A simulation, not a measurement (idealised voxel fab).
process module | voxel transistor to metal
cross-section cut | 145 nm wide | cells 5 nm
A cross-section is a grid of square cells, given in bands from the top down. A band is one or more rows of cells.
Each band's line starts with the height of the band's top and of its bottom, in nm. Then come its materials from left to right, each with its width in nm. One material with "throughout" fills the band from edge to edge. "air" is empty space.
Height 0 is the level under which the wafer as received is all one material. The lowest band goes on downwards, as in "0 down".
A width such as "30 to 40" changes by the same amount from each row of cells to the next, from the band's top row to its bottom row.
"no change" after a step means that no cell of the cross-section changed.
closed voids: empty space of 8 cells or more with no open way to the top, each as width x height at its distance from the left edge, in nm
after a step's settings: what the simulator itself notes on the step
overlay nm, on a step with a mask: how far to the right of its planned place the mask lay; to the left if negative
plan
1 op RECEIVE | material Si
2 op OXIDIZE | depth nm 5
3 op CONFORMAL_DEP | material SiN | thk nm 10
4 op MASKED_ETCH | tone cover | mask id ACTIVE | width nm 95 | etch materials SiN | depth nm 10 | overlay nm 0
5 op MASKED_ETCH | tone cover | mask id ACTIVE | width nm 95 | etch materials SiO2 | depth nm 5 | overlay nm 0
6 op MASKED_ETCH | tone cover | mask id ACTIVE | width nm 95 | etch materials Si | depth nm 20 | overlay nm 0
7 op FILL_DEP | material SiO2 | thk nm 10
8 op CMP | height nm 10
9 op SELECTIVE_ETCH | etch materials SiO2 | depth nm 5
10 op STRIP | etch materials SiN
11 op SELECTIVE_ETCH | etch materials SiO2 | depth nm 5
12 op OXIDIZE | depth nm 5
13 op DIRECTIONAL_DEP | material polySi | thk nm 25
14 op DIRECTIONAL_DEP | material SiCN | thk nm 10
15 op MASKED_ETCH | tone cover | mask id GATE | width nm 25 | etch materials SiCN | depth nm 20 | overlay nm 0
16 op MASKED_ETCH | tone cover | mask id GATE | width nm 25 | etch materials polySi | depth nm 35 | overlay nm 0
17 op CONFORMAL_DEP | material SiN | thk nm 10
18 op DIRECTIONAL_ETCH | etch materials SiN | depth nm 10
19 op DIRECTIONAL_ETCH | etch materials SiO2 | depth nm 5
20 op DIRECTIONAL_ETCH | etch materials Si | depth nm 15
21 op EPI | material SiGe | thk nm 20
22 op FILL_DEP | material SiO2 | thk nm 10
23 op CMP | height nm 30
24 op DIRECTIONAL_DEP | material SiO2 | thk nm 15
25 op DIRECTIONAL_DEP | material aC | thk nm 15
26 op PATTERN | tone open | mask id CONTACT | material resist | width nm 25 | pitch nm 60 | thk nm 30 | overlay nm 0
27 op DIRECTIONAL_ETCH | etch materials aC | depth nm 15
28 op STRIP | etch materials resist
29 op DIRECTIONAL_ETCH | etch materials SiO2 | depth nm 35
30 op STRIP | etch materials aC
31 op CONFORMAL_DEP | material TiN | thk nm 5
32 op FILL_DEP | material Ru | thk nm 5
33 op CMP | height nm 45
34 op CONFORMAL_DEP | material SiN | thk nm 5
35 op DIRECTIONAL_DEP | material SiO2 | thk nm 20
36 op PATTERN | tone open | mask id METAL_1 | material resist | width nm 15 | pitch nm 70 | thk nm 15 | overlay nm 0
37 op DIRECTIONAL_ETCH | etch materials SiO2 | depth nm 20
38 op DIRECTIONAL_ETCH | etch materials SiN | depth nm 5
39 op STRIP | etch materials resist
40 op CONFORMAL_DEP | material TiN | thk nm 5
41 op FILL_DEP | material W | thk nm 5
42 op CMP | height nm 70
43 op CONFORMAL_DEP | material SiCN | thk nm 5
as received, after step 1
  0 down: Si throughout
  closed voids: none
a wafer at the end: this start, this plan, one mistake
  75 to 70: SiCN throughout
  70 to 65: SiN 30 | TiN 15 | SiN 55 | TiN 15 | SiN 30
  65 to 45: SiN throughout
  45 to 35: SiO2 30 | TiN 5 | Ru 15 | TiN 5 | SiO2 35 | TiN 5 | Ru 15 | TiN 5 | SiO2 30
  35 to 30: SiO2 30 | TiN 5 | Ru 10 | TiN 10 | SiO2 35 | TiN 10 | Ru 10 | TiN 5 | SiO2 30
  30 to 20: SiO2 30 | TiN 5 | Ru 10 | TiN 5 | SiN 10 | SiCN 25 | SiN 10 | TiN 5 | Ru 10 | TiN 5 | SiO2 30
  20 to 15: SiO2 30 | TiN 5 | Ru 10 | TiN 5 | SiN 10 | polySi 25 | SiN 10 | TiN 5 | Ru 10 | TiN 5 | SiO2 30
  15 to 10: SiO2 30 | TiN 20 | SiN 10 | polySi 25 | SiN 10 | TiN 20 | SiO2 30
  10 to 0: SiO2 20 | SiGe 30 | SiN 10 | polySi 25 | SiN 10 | SiGe 30 | SiO2 20
  0 to -5: SiO2 20 | SiN 10 | SiGe 20 | SiN 10 | polySi 25 | SiN 10 | SiGe 20 | SiN 10 | SiO2 20
  -5 to -10: SiO2 30 | SiGe 20 | SiO2 45 | SiGe 20 | SiO2 30
  -10 to -25: SiO2 25 | Si 5 | SiGe 20 | Si 45 | SiGe 20 | Si 5 | SiO2 25
  -25 down: Si throughout
  closed voids: none
what went wrong: step 35 ran as: op DIRECTIONAL_DEP | material SiN | thk nm 20
